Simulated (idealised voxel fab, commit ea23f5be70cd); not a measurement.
process module | voxel transistor to metal
cross-section cut | 295 nm wide | cells 5 nm
A cross-section is a grid of square cells, given in bands from the top down. A band is one or more rows of cells.
Each band's line starts with the height of the band's top and of its bottom, in nm. Then come its materials from left to right, each with its width in nm. One material with "throughout" fills the band from edge to edge. "air" is empty space.
Height 0 is the level under which the wafer as received is all one material. The lowest band goes on downwards, as in "0 down".
A width such as "30 to 40" changes by the same amount from each row of cells to the next, from the band's top row to its bottom row.
"no change" after a step means that no cell of the cross-section changed.
closed voids: empty space of 8 cells or more with no open way to the top, each as width x height at its distance from the left edge, in nm
after a step's settings: what the simulator itself notes on the step
overlay nm, on a step with a mask: how far to the right of its planned place the mask lay; to the left if negative
Each pair below shows a cross-section before one step and the cross-section after it, down to the lowest band that changed. The line under each pair gives the step between them, with its settings. The pairs can come from different runs of this module on the same starting wafer, so a pair continues from the pair above only where its "before" says so.
before
  35 to 25: air 70 | SiO2 5 | SiCN 25 | SiO2 5 | air 85 | SiO2 5 | SiCN 25 | SiO2 5 | air 70
  25 to 5: air 70 | SiO2 5 | polySi 25 | SiO2 5 | air 85 | SiO2 5 | polySi 25 | SiO2 5 | air 70
  5 to 0: air 40 | SiO2 95 | air 25 | SiO2 95 | air 40
  0 to -5: SiO2 throughout
  -5 to -30: Si 40 | SiO2 95 | Si 25 | SiO2 95 | Si 40
  -30 down: Si throughout
  closed voids: none
after
  40 to 35: air 65 | SiN 45 | air 75 | SiN 45 | air 65
  35 to 25: air 65 | SiN 5 | SiO2 5 | SiCN 25 | SiO2 5 | SiN 5 | air 75 | SiN 5 | SiO2 5 | SiCN 25 | SiO2 5 | SiN 5 | air 65
  25 to 10: air 65 | SiN 5 | SiO2 5 | polySi 25 | SiO2 5 | SiN 5 | air 75 | SiN 5 | SiO2 5 | polySi 25 | SiO2 5 | SiN 5 | air 65
  10 to 5: air 35 | SiN 35 | SiO2 5 | polySi 25 | SiO2 5 | SiN 35 | air 15 | SiN 35 | SiO2 5 | polySi 25 | SiO2 5 | SiN 35 | air 35
  5 to 0: SiN 40 | SiO2 95 | SiN 25 | SiO2 95 | SiN 40
  below 0: unchanged
  closed voids: none
the step between: op CONFORMAL_DEP | material SiN | thk nm 5
before: the cross-section after the pair above
after
  35 to 25: air 65 | SiN 5 | SiO2 5 | SiCN 25 | SiO2 5 | SiN 5 | air 75 | SiN 5 | SiO2 5 | SiCN 25 | SiO2 5 | SiN 5 | air 65
  25 to 5: air 65 | SiN 5 | SiO2 5 | polySi 25 | SiO2 5 | SiN 5 | air 75 | SiN 5 | SiO2 5 | polySi 25 | SiO2 5 | SiN 5 | air 65
  5 to 0: air 35 | SiN 5 | SiO2 95 | SiN 5 | air 15 | SiN 5 | SiO2 95 | SiN 5 | air 35
  below 0: unchanged
  closed voids: none
the step between: op DIRECTIONAL_ETCH | etch materials SiN | depth nm 5
before: the cross-section after the pair above
after
  35 to 30: air 65 | SiN 5 | air 5 | SiCN 25 | air 5 | SiN 5 | air 75 | SiN 5 | air 5 | SiCN 25 | air 5 | SiN 5 | air 65
  30 to 25: air 65 | SiN 5 | SiO2 5 | SiCN 25 | SiO2 5 | SiN 5 | air 75 | SiN 5 | SiO2 5 | SiCN 25 | SiO2 5 | SiN 5 | air 65
  25 to 5: air 65 | SiN 5 | SiO2 5 | polySi 25 | SiO2 5 | SiN 5 | air 75 | SiN 5 | SiO2 5 | polySi 25 | SiO2 5 | SiN 5 | air 65
  5 to 0: air 35 | SiN 5 | air 25 | SiO2 45 | air 25 | SiN 5 | air 15 | SiN 5 | air 25 | SiO2 45 | air 25 | SiN 5 | air 35
  0 to -5: air 35 | SiO2 105 | air 15 | SiO2 105 | air 35
  below -5: unchanged
  closed voids: none
the step between: op DIRECTIONAL_ETCH | etch materials SiO2 | depth nm 5
before: the cross-section after the pair above
after
  35 to 30: air 65 | SiN 5 | air 5 | SiCN 25 | air 5 | SiN 5 | air 75 | SiN 5 | air 5 | SiCN 25 | air 5 | SiN 5 | air 65
  30 to 25: air 65 | SiN 5 | SiO2 5 | SiCN 25 | SiO2 5 | SiN 5 | air 75 | SiN 5 | SiO2 5 | SiCN 25 | SiO2 5 | SiN 5 | air 65
  25 to 5: air 65 | SiN 5 | SiO2 5 | polySi 25 | SiO2 5 | SiN 5 | air 75 | SiN 5 | SiO2 5 | polySi 25 | SiO2 5 | SiN 5 | air 65
  5 to 0: air 35 | SiN 5 | air 25 | SiO2 45 | air 25 | SiN 5 | air 15 | SiN 5 | air 25 | SiO2 45 | air 25 | SiN 5 | air 35
  0 to -5: air 35 | SiO2 105 | air 15 | SiO2 105 | air 35
  -5 to -20: air 35 | Si 5 | SiO2 95 | Si 5 | air 15 | Si 5 | SiO2 95 | Si 5 | air 35
  below -20: unchanged
  closed voids: none
the step between: op DIRECTIONAL_ETCH | etch materials Si | depth nm 15
before: the cross-section after the pair above
after
  35 to 30: air 65 | SiN 5 | air 5 | SiCN 25 | air 5 | SiN 5 | air 75 | SiN 5 | air 5 | SiCN 25 | air 5 | SiN 5 | air 65
  30 to 25: air 65 | SiN 5 | SiO2 5 | SiCN 25 | SiO2 5 | SiN 5 | air 75 | SiN 5 | SiO2 5 | SiCN 25 | SiO2 5 | SiN 5 | air 65
  25 to 10: air 65 | SiN 5 | SiO2 5 | polySi 25 | SiO2 5 | SiN 5 | air 75 | SiN 5 | SiO2 5 | polySi 25 | SiO2 5 | SiN 5 | air 65
  10 to 5: air 20 | nSi 20 | air 25 | SiN 5 | SiO2 5 | polySi 25 | SiO2 5 | SiN 5 | air 25 | nSi 25 | air 25 | SiN 5 | SiO2 5 | polySi 25 | SiO2 5 | SiN 5 | air 25 | nSi 20 | air 20
  5 to 0: air 20 | nSi 15 | SiN 5 | air 25 | SiO2 45 | air 25 | SiN 5 | nSi 15 | SiN 5 | air 25 | SiO2 45 | air 25 | SiN 5 | nSi 15 | air 20
  0 to -5: air 20 | nSi 15 | SiO2 105 | nSi 15 | SiO2 105 | nSi 15 | air 20
  -5 to -20: nSi 35 | Si 5 | SiO2 95 | Si 5 | nSi 15 | Si 5 | SiO2 95 | Si 5 | nSi 35
  below -20: unchanged
  closed voids: none
the step between: op EPI | material nSi | thk nm 15
before: the cross-section after the pair above
after
  45 to 35: SiO2 throughout
  35 to 25: SiO2 65 | SiN 5 | SiO2 5 | SiCN 25 | SiO2 5 | SiN 5 | SiO2 75 | SiN 5 | SiO2 5 | SiCN 25 | SiO2 5 | SiN 5 | SiO2 65
  25 to 10: SiO2 65 | SiN 5 | SiO2 5 | polySi 25 | SiO2 5 | SiN 5 | SiO2 75 | SiN 5 | SiO2 5 | polySi 25 | SiO2 5 | SiN 5 | SiO2 65
  10 to 5: SiO2 20 | nSi 20 | SiO2 25 | SiN 5 | SiO2 5 | polySi 25 | SiO2 5 | SiN 5 | SiO2 25 | nSi 25 | SiO2 25 | SiN 5 | SiO2 5 | polySi 25 | SiO2 5 | SiN 5 | SiO2 25 | nSi 20 | SiO2 20
  5 to 0: SiO2 20 | nSi 15 | SiN 5 | SiO2 95 | SiN 5 | nSi 15 | SiN 5 | SiO2 95 | SiN 5 | nSi 15 | SiO2 20
  0 to -5: SiO2 20 | nSi 15 | SiO2 105 | nSi 15 | SiO2 105 | nSi 15 | SiO2 20
  below -5: unchanged
  closed voids: none
the step between: op FILL_DEP | material SiO2 | thk nm 10
before: the cross-section after the pair above
after
  20 to 10: SiO2 65 | SiN 5 | SiO2 5 | polySi 25 | SiO2 5 | SiN 5 | SiO2 75 | SiN 5 | SiO2 5 | polySi 25 | SiO2 5 | SiN 5 | SiO2 65
  below 10: unchanged
  closed voids: none
the step between: op CMP | height nm 20
before: the cross-section after the pair above
after
  20 to 10: SiO2 65 | SiN 5 | SiO2 5 | air 25 | SiO2 5 | SiN 5 | SiO2 75 | SiN 5 | SiO2 5 | air 25 | SiO2 5 | SiN 5 | SiO2 65
  10 to 5: SiO2 20 | nSi 20 | SiO2 25 | SiN 5 | SiO2 5 | air 25 | SiO2 5 | SiN 5 | SiO2 25 | nSi 25 | SiO2 25 | SiN 5 | SiO2 5 | air 25 | SiO2 5 | SiN 5 | SiO2 25 | nSi 20 | SiO2 20
  below 5: unchanged
  closed voids: none
the step between: op STRIP | etch materials polySi
before: the cross-section after the pair above
after
  20 to 15: air 65 | SiN 5 | air 35 | SiN 5 | air 75 | SiN 5 | air 35 | SiN 5 | air 65
  15 to 10: SiO2 65 | SiN 5 | air 35 | SiN 5 | SiO2 75 | SiN 5 | air 35 | SiN 5 | SiO2 65
  10 to 5: SiO2 20 | nSi 20 | SiO2 25 | SiN 5 | air 35 | SiN 5 | SiO2 25 | nSi 25 | SiO2 25 | SiN 5 | air 35 | SiN 5 | SiO2 25 | nSi 20 | SiO2 20
  5 to 0: SiO2 20 | nSi 15 | SiN 5 | SiO2 30 | air 35 | SiO2 30 | SiN 5 | nSi 15 | SiN 5 | SiO2 30 | air 35 | SiO2 30 | SiN 5 | nSi 15 | SiO2 20
  below 0: unchanged
  closed voids: none
the step between: op SELECTIVE_ETCH | etch materials SiO2 | depth nm 5
before: the cross-section after the pair above
after
  25 to 20: air 60 | HfO2 15 | air 25 | HfO2 15 | air 65 | HfO2 15 | air 25 | HfO2 15 | air 60
  20 to 15: HfO2 65 | SiN 5 | HfO2 5 | air 25 | HfO2 5 | SiN 5 | HfO2 75 | SiN 5 | HfO2 5 | air 25 | HfO2 5 | SiN 5 | HfO2 65
  15 to 10: SiO2 65 | SiN 5 | HfO2 5 | air 25 | HfO2 5 | SiN 5 | SiO2 75 | SiN 5 | HfO2 5 | air 25 | HfO2 5 | SiN 5 | SiO2 65
  10 to 5: SiO2 20 | nSi 20 | SiO2 25 | SiN 5 | HfO2 5 | air 25 | HfO2 5 | SiN 5 | SiO2 25 | nSi 25 | SiO2 25 | SiN 5 | HfO2 5 | air 25 | HfO2 5 | SiN 5 | SiO2 25 | nSi 20 | SiO2 20
  5 to 0: SiO2 20 | nSi 15 | SiN 5 | SiO2 30 | HfO2 35 | SiO2 30 | SiN 5 | nSi 15 | SiN 5 | SiO2 30 | HfO2 35 | SiO2 30 | SiN 5 | nSi 15 | SiO2 20
  below 0: unchanged
  closed voids: none
the step between: op CONFORMAL_DEP | material HfO2 | thk nm 5
before: the cross-section after the pair above
after
  30 to 25: air 55 | TiN 25 | air 15 | TiN 25 | air 55 | TiN 25 | air 15 | TiN 25 | air 55
  25 to 20: TiN 60 | HfO2 15 | TiN 5 | air 15 | TiN 5 | HfO2 15 | TiN 65 | HfO2 15 | TiN 5 | air 15 | TiN 5 | HfO2 15 | TiN 60
  20 to 15: HfO2 65 | SiN 5 | HfO2 5 | TiN 5 | air 15 | TiN 5 | HfO2 5 | SiN 5 | HfO2 75 | SiN 5 | HfO2 5 | TiN 5 | air 15 | TiN 5 | HfO2 5 | SiN 5 | HfO2 65
  15 to 10: SiO2 65 | SiN 5 | HfO2 5 | TiN 5 | air 15 | TiN 5 | HfO2 5 | SiN 5 | SiO2 75 | SiN 5 | HfO2 5 | TiN 5 | air 15 | TiN 5 | HfO2 5 | SiN 5 | SiO2 65
  10 to 5: SiO2 20 | nSi 20 | SiO2 25 | SiN 5 | HfO2 5 | TiN 25 | HfO2 5 | SiN 5 | SiO2 25 | nSi 25 | SiO2 25 | SiN 5 | HfO2 5 | TiN 25 | HfO2 5 | SiN 5 | SiO2 25 | nSi 20 | SiO2 20
  below 5: unchanged
  closed voids: none
the step between: op CONFORMAL_DEP | material TiN | thk nm 5
before: the cross-section after the pair above
after
  35 to 30: W throughout
  30 to 25: W 55 | TiN 25 | W 15 | TiN 25 | W 55 | TiN 25 | W 15 | TiN 25 | W 55
  25 to 20: TiN 60 | HfO2 15 | TiN 5 | W 15 | TiN 5 | HfO2 15 | TiN 65 | HfO2 15 | TiN 5 | W 15 | TiN 5 | HfO2 15 | TiN 60
  20 to 15: HfO2 65 | SiN 5 | HfO2 5 | TiN 5 | W 15 | TiN 5 | HfO2 5 | SiN 5 | HfO2 75 | SiN 5 | HfO2 5 | TiN 5 | W 15 | TiN 5 | HfO2 5 | SiN 5 | HfO2 65
  15 to 10: SiO2 65 | SiN 5 | HfO2 5 | TiN 5 | W 15 | TiN 5 | HfO2 5 | SiN 5 | SiO2 75 | SiN 5 | HfO2 5 | TiN 5 | W 15 | TiN 5 | HfO2 5 | SiN 5 | SiO2 65
  below 10: unchanged
  closed voids: none
the step between: op FILL_DEP | material W | thk nm 5
before: the cross-section after the pair above
after
  15 to 10: SiO2 65 | SiN 5 | HfO2 5 | TiN 5 | W 15 | TiN 5 | HfO2 5 | SiN 5 | SiO2 75 | SiN 5 | HfO2 5 | TiN 5 | W 15 | TiN 5 | HfO2 5 | SiN 5 | SiO2 65
  below 10: unchanged
  closed voids: none
the step between: op CMP | height nm 15
before: the cross-section after the pair above
after
  25 to 15: SiO2 throughout
  below 15: unchanged
  closed voids: none
the step between: op DIRECTIONAL_DEP | material SiO2 | thk nm 10
before: the cross-section after the pair above
after
  25 to 15: SiO2 45 | air 15 | SiO2 55 | air 15 | SiO2 35 | air 15 | SiO2 55 | air 15 | SiO2 45
  15 to 10: SiO2 45 | air 15 | SiO2 5 | SiN 5 | HfO2 5 | TiN 5 | W 15 | TiN 5 | HfO2 5 | SiN 5 | SiO2 5 | air 15 | SiO2 35 | air 15 | SiO2 5 | SiN 5 | HfO2 5 | TiN 5 | W 15 | TiN 5 | HfO2 5 | SiN 5 | SiO2 5 | air 15 | SiO2 45
  below 10: unchanged
  closed voids: none
the step between: op MASKED_ETCH | tone open | mask id CONTACT | width nm 15 | etch materials SiO2 | depth nm 15 | overlay nm 0
before: the cross-section after the pair above
after
  30 to 25: TiN 50 | air 5 | TiN 65 | air 5 | TiN 45 | air 5 | TiN 65 | air 5 | TiN 50
  25 to 15: SiO2 45 | TiN 5 | air 5 | TiN 5 | SiO2 55 | TiN 5 | air 5 | TiN 5 | SiO2 35 | TiN 5 | air 5 | TiN 5 | SiO2 55 | TiN 5 | air 5 | TiN 5 | SiO2 45
  15 to 10: SiO2 45 | TiN 15 | SiO2 5 | SiN 5 | HfO2 5 | TiN 5 | W 15 | TiN 5 | HfO2 5 | SiN 5 | SiO2 5 | TiN 15 | SiO2 35 | TiN 15 | SiO2 5 | SiN 5 | HfO2 5 | TiN 5 | W 15 | TiN 5 | HfO2 5 | SiN 5 | SiO2 5 | TiN 15 | SiO2 45
  below 10: unchanged
  closed voids: none
the step between: op CONFORMAL_DEP | material TiN | thk nm 5
before: the cross-section after the pair above
after
  40 to 30: Ru throughout
  30 to 25: TiN 50 | Ru 5 | TiN 65 | Ru 5 | TiN 45 | Ru 5 | TiN 65 | Ru 5 | TiN 50
  25 to 15: SiO2 45 | TiN 5 | Ru 5 | TiN 5 | SiO2 55 | TiN 5 | Ru 5 | TiN 5 | SiO2 35 | TiN 5 | Ru 5 | TiN 5 | SiO2 55 | TiN 5 | Ru 5 | TiN 5 | SiO2 45
  below 15: unchanged
  closed voids: none
the step between: op FILL_DEP | material Ru | thk nm 10
before: the cross-section after the pair above
after
  25 to 15: SiO2 45 | TiN 5 | Ru 5 | TiN 5 | SiO2 55 | TiN 5 | Ru 5 | TiN 5 | SiO2 35 | TiN 5 | Ru 5 | TiN 5 | SiO2 55 | TiN 5 | Ru 5 | TiN 5 | SiO2 45
  below 15: unchanged
  closed voids: none
the step between: op CMP | height nm 25
before: the cross-section after the pair above
after
  30 to 25: TiN throughout
  below 25: unchanged
  closed voids: none
the step between: op DIRECTIONAL_DEP | material TiN | thk nm 5
before: the cross-section after the pair above
after
  50 to 30: Ru throughout
  below 30: unchanged
  closed voids: none
the step between: op DIRECTIONAL_DEP | material Ru | thk nm 20
before: the cross-section after the pair above
after
  60 to 50: aC throughout
  below 50: unchanged
  closed voids: none
the step between: op DIRECTIONAL_DEP | material aC | thk nm 10
before: the cross-section after the pair above
after
  90 to 60: air 45 | resist 15 | air 55 | resist 15 | air 35 | resist 15 | air 55 | resist 15 | air 45
  below 60: unchanged
  closed voids: none
the step between: op PATTERN | tone cover | mask id METAL_1 | material resist | width nm 15 | thk nm 30 | overlay nm 0
before: the cross-section after the pair above
after
  80 to 60: air 45 | resist 15 | air 55 | resist 15 | air 35 | resist 15 | air 55 | resist 15 | air 45
  60 to 50: air 45 | aC 15 | air 55 | aC 15 | air 35 | aC 15 | air 55 | aC 15 | air 45
  below 50: unchanged
  closed voids: none
the step between: op DIRECTIONAL_ETCH | etch materials aC | depth nm 10
before: the cross-section after the pair above
after
  60 to 50: air 45 | aC 15 | air 55 | aC 15 | air 35 | aC 15 | air 55 | aC 15 | air 45
  below 50: unchanged
  closed voids: none
the step between: op STRIP | etch materials resist
before: the cross-section after the pair above
after
  60 to 50: air 45 | aC 15 | air 55 | aC 15 | air 35 | aC 15 | air 55 | aC 15 | air 45
  50 to 30: air 45 | Ru 15 | air 55 | Ru 15 | air 35 | Ru 15 | air 55 | Ru 15 | air 45
  below 30: unchanged
  closed voids: none
the step between: op DIRECTIONAL_ETCH | etch materials Ru | depth nm 20
before: the cross-section after the pair above
after
  60 to 50: air 45 | aC 15 | air 55 | aC 15 | air 35 | aC 15 | air 55 | aC 15 | air 45
  50 to 30: air 45 | Ru 15 | air 55 | Ru 15 | air 35 | Ru 15 | air 55 | Ru 15 | air 45
  30 to 25: air 45 | TiN 15 | air 55 | TiN 15 | air 35 | TiN 15 | air 55 | TiN 15 | air 45
  below 25: unchanged
  closed voids: none
the step between: op DIRECTIONAL_ETCH | etch materials TiN | depth nm 5
before: the cross-section after the pair above
after
  50 to 30: air 45 | Ru 15 | air 55 | Ru 15 | air 35 | Ru 15 | air 55 | Ru 15 | air 45
  below 30: unchanged
  closed voids: none
the step between: op STRIP | etch materials aC
before: the cross-section after the pair above
after
  55 to 50: air 40 | SiCN 25 | air 45 | SiCN 25 | air 25 | SiCN 25 | air 45 | SiCN 25 | air 40
  50 to 30: air 40 | SiCN 5 | Ru 15 | SiCN 5 | air 45 | SiCN 5 | Ru 15 | SiCN 5 | air 25 | SiCN 5 | Ru 15 | SiCN 5 | air 45 | SiCN 5 | Ru 15 | SiCN 5 | air 40
  30 to 25: SiCN 45 | TiN 15 | SiCN 55 | TiN 15 | SiCN 35 | TiN 15 | SiCN 55 | TiN 15 | SiCN 45
  below 25: unchanged
  closed voids: none
the step between: op CONFORMAL_DEP | material SiCN | thk nm 5
before: the cross-section after the pair above
after
  65 to 55: SiO2 throughout
  55 to 50: SiO2 40 | SiCN 25 | SiO2 45 | SiCN 25 | SiO2 25 | SiCN 25 | SiO2 45 | SiCN 25 | SiO2 40
  50 to 30: SiO2 40 | SiCN 5 | Ru 15 | SiCN 5 | SiO2 45 | SiCN 5 | Ru 15 | SiCN 5 | SiO2 25 | SiCN 5 | Ru 15 | SiCN 5 | SiO2 45 | SiCN 5 | Ru 15 | SiCN 5 | SiO2 40
  below 30: unchanged
  closed voids: none
the step between: op FILL_DEP | material SiO2 | thk nm 10
before: the cross-section after the pair above
after
  50 to 30: SiO2 40 | SiCN 5 | Ru 15 | SiCN 5 | SiO2 45 | SiCN 5 | Ru 15 | SiCN 5 | SiO2 25 | SiCN 5 | Ru 15 | SiCN 5 | SiO2 45 | SiCN 5 | Ru 15 | SiCN 5 | SiO2 40
  below 30: unchanged
  closed voids: none
the step between: op CMP | height nm 50
before: the cross-section after the pair above
after
  55 to 50: SiCN throughout
  below 50: unchanged
  closed voids: none
the step between: op CONFORMAL_DEP | material SiCN | thk nm 5
